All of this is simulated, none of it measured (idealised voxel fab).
The following is a process module called voxel spacer lines.
Displayed cross-section: cut, width of 295 nm, square cells sized 5 nm.
In what follows, cross-sections appear as grids of square cells, described through bands that run from the top down, where every band is one or more rows of cells. The entry gives the band's vertical extent as a top height and a bottom height in nm, then its horizontal make-up as materials from left to right, each with a width in nm. "empty" stands for empty space; a single material marked "everywhere" fills the band edge to edge. Where do heights start? At 0: under that level the wafer as delivered is made of one material only. And the lowest band has no floor; it just carries on downward, as in "top 0, no bottom". The width entry "30..40" should be interpreted row by row: the top row of cells in the band takes the first number, the bottom row takes the second number, and the change between adjacent rows is uniform throughout. Where a step carries "no modification", the cross-section came out of it unchanged, cell for cell. Voids not open to the top, 8 cells minimum: see "Voids lacking openings". Written width x height at distance; distance is from the left edge; nm. Step line, after settings: the simulator's comment on this step. When a step includes a mask, the "overlay nm" setting on its line states how far to the right of its planned place that mask lay, and negative values state how far to the left.

# Steps planned for the process
1. RECEIVE,material Si
2. CONFORMAL_DEP,material Al2O3,thk nm 5
3. DIRECTIONAL_DEP,material polySi,thk nm 10
4. DIRECTIONAL_DEP,material aC,thk nm 25
5. PATTERN,tone cover,mask id MANDREL,material resist,width nm 20,pitch nm 60,thk nm 35,overlay nm 0
6. DIRECTIONAL_ETCH,etch materials aC,depth nm 25
7. STRIP,etch materials resist
8. CONFORMAL_DEP,material SiO2,thk nm 10
9. DIRECTIONAL_ETCH,etch materials SiO2,depth nm 10
10. STRIP,etch materials aC
11. DIRECTIONAL_ETCH,etch materials polySi,depth nm 10
12. STRIP,etch materials SiO2
13. FILL_DEP,material lowk,thk nm 5
14. CMP,height nm 15

# On the first of the two wafers: run conducted according to plan

# As-received state of the wafer in cross-section, equivalent to post-step 1
    top 0, no bottom: Si everywhere
    Voids lacking openings: none

# Upon completion of step 2, the wafer appears in cross-section as shown
    top 5, bottom 0: Al2O3 everywhere
    Heights below 0 show no change.

# Upon completion of step 3, the wafer appears in cross-section as shown
    top 15, bottom 5: polySi everywhere
    Heights below 5 show no change.

# Upon completion of step 4, the wafer appears in cross-section as shown
    top 40, bottom 15: aC everywhere
    Heights below 15 show no change.

# Upon completion of step 5, the wafer appears in cross-section as shown
    top 75, bottom 40: empty (75), resist (20), empty (40), resist (20), empty (40), resist (20), empty (80)
    Heights below 40 show no change.

# Upon completion of step 6, the wafer appears in cross-section as shown
    top 50, bottom 40: empty (75), resist (20), empty (40), resist (20), empty (40), resist (20), empty (80)
    top 40, bottom 15: empty (75), aC (20), empty (40), aC (20), empty (40), aC (20), empty (80)
    Heights below 15 show no change.

# Upon completion of step 7, the wafer appears in cross-section as shown
    top 40, bottom 15: empty (75), aC (20), empty (40), aC (20), empty (40), aC (20), empty (80)
    Heights below 15 show no change.

# Upon completion of step 8, the wafer appears in cross-section as shown
    top 50, bottom 40: empty (65), SiO2 (40), empty (20), SiO2 (40), empty (20), SiO2 (40), empty (70)
    top 40, bottom 25: empty (65), SiO2 (10), aC (20), SiO2 (10), empty (20), SiO2 (10), aC (20), SiO2 (10), empty (20), SiO2 (10), aC (20), SiO2 (10), empty (70)
    top 25, bottom 15: SiO2 (75), aC (20), SiO2 (40), aC (20), SiO2 (40), aC (20), SiO2 (80)
    Heights below 15 show no change.

# Upon completion of step 9, the wafer appears in cross-section as shown
    top 40, bottom 15: empty (65), SiO2 (10), aC (20), SiO2 (10), empty (20), SiO2 (10), aC (20), SiO2 (10), empty (20), SiO2 (10), aC (20), SiO2 (10), empty (70)
    Heights below 15 show no change.

# Upon completion of step 10, the wafer appears in cross-section as shown
    top 40, bottom 15: empty (65), SiO2 (10), empty (20), SiO2 (10), empty (20), SiO2 (10), empty (20), SiO2 (10), empty (20), SiO2 (10), empty (20), SiO2 (10), empty (70)
    Heights below 15 show no change.

# Upon completion of step 11, the wafer appears in cross-section as shown
    top 40, bottom 15: empty (65), SiO2 (10), empty (20), SiO2 (10), empty (20), SiO2 (10), empty (20), SiO2 (10), empty (20), SiO2 (10), empty (20), SiO2 (10), empty (70)
    top 15, bottom 5: empty (65), polySi (10), empty (20), polySi (10), empty (20), polySi (10), empty (20), polySi (10), empty (20), polySi (10), empty (20), polySi (10), empty (70)
    Heights below 5 show no change.

# Upon completion of step 12, the wafer appears in cross-section as shown
    top 15, bottom 5: empty (65), polySi (10), empty (20), polySi (10), empty (20), polySi (10), empty (20), polySi (10), empty (20), polySi (10), empty (20), polySi (10), empty (70)
    Heights below 5 show no change.

# Upon completion of step 13, the wafer appears in cross-section as shown
    top 20, bottom 15: lowk everywhere
    top 15, bottom 5: lowk (65), polySi (10), lowk (20), polySi (10), lowk (20), polySi (10), lowk (20), polySi (10), lowk (20), polySi (10), lowk (20), polySi (10), lowk (70)
    Heights below 5 show no change.

# Upon completion of step 14, the wafer appears in cross-section as shown
    top 15, bottom 5: lowk (65), polySi (10), lowk (20), polySi (10), lowk (20), polySi (10), lowk (20), polySi (10), lowk (20), polySi (10), lowk (20), polySi (10), lowk (70)
    Heights below 5 show no change.

# Wafer two. Same start, same plan, one slip in execution. Same as wafer one through step 7, inclusive

# The second wafer cut through, at the time step 8 was supposed to be finished
    top 45, bottom 40: empty (70), SiO2 (30), empty (30), SiO2 (30), empty (30), SiO2 (30), empty (75)
    top 40, bottom 20: empty (70), SiO2 (5), aC (20), SiO2 (5), empty (30), SiO2 (5), aC (20), SiO2 (5), empty (30), SiO2 (5), aC (20), SiO2 (5), empty (75)
    top 20, bottom 15: SiO2 (75), aC (20), SiO2 (40), aC (20), SiO2 (40), aC (20), SiO2 (80)
    Heights below 15 show no change.

# The second wafer cut through, at the time step 9 was supposed to be finished
    top 40, bottom 35: empty (75), aC (20), empty (40), aC (20), empty (40), aC (20), empty (80)
    top 35, bottom 15: empty (70), SiO2 (5), aC (20), SiO2 (5), empty (30), SiO2 (5), aC (20), SiO2 (5), empty (30), SiO2 (5), aC (20), SiO2 (5), empty (75)
    Heights below 15 show no change.

# The second wafer cut through, at the time step 10 was supposed to be finished
    top 35, bottom 15: empty (70), SiO2 (5), empty (20), SiO2 (5), empty (30), SiO2 (5), empty (20), SiO2 (5), empty (30), SiO2 (5), empty (20), SiO2 (5), empty (75)
    Heights below 15 show no change.

# The second wafer cut through, at the time step 11 was supposed to be finished
    top 35, bottom 15: empty (70), SiO2 (5), empty (20), SiO2 (5), empty (30), SiO2 (5), empty (20), SiO2 (5), empty (30), SiO2 (5), empty (20), SiO2 (5), empty (75)
    top 15, bottom 5: empty (70), polySi (5), empty (20), polySi (5), empty (30), polySi (5), empty (20), polySi (5), empty (30), polySi (5), empty (20), polySi (5), empty (75)
    Heights below 5 show no change.

# The second wafer cut through, at the time step 12 was supposed to be finished
    top 15, bottom 5: empty (70), polySi (5), empty (20), polySi (5), empty (30), polySi (5), empty (20), polySi (5), empty (30), polySi (5), empty (20), polySi (5), empty (75)
    Heights below 5 show no change.

# The second wafer cut through, at the time step 13 was supposed to be finished
    top 20, bottom 15: lowk everywhere
    top 15, bottom 5: lowk (70), polySi (5), lowk (20), polySi (5), lowk (30), polySi (5), lowk (20), polySi (5), lowk (30), polySi (5), lowk (20), polySi (5), lowk (75)
    Heights below 5 show no change.

# The second wafer cut through, at the time step 14 was supposed to be finished
    top 15, bottom 5: lowk (70), polySi (5), lowk (20), polySi (5), lowk (30), polySi (5), lowk (20), polySi (5), lowk (30), polySi (5), lowk (20), polySi (5), lowk (75)
    Heights below 5 show no change.
What went wrong in running the wafer? step 8 went in with a setting other than planned; the actual run was CONFORMAL_DEP,material SiO2,thk nm 5
In the final state, the cell counts of the second wafer exceed or fall short of those of the first for the following materials: lowk +12; polySi -12
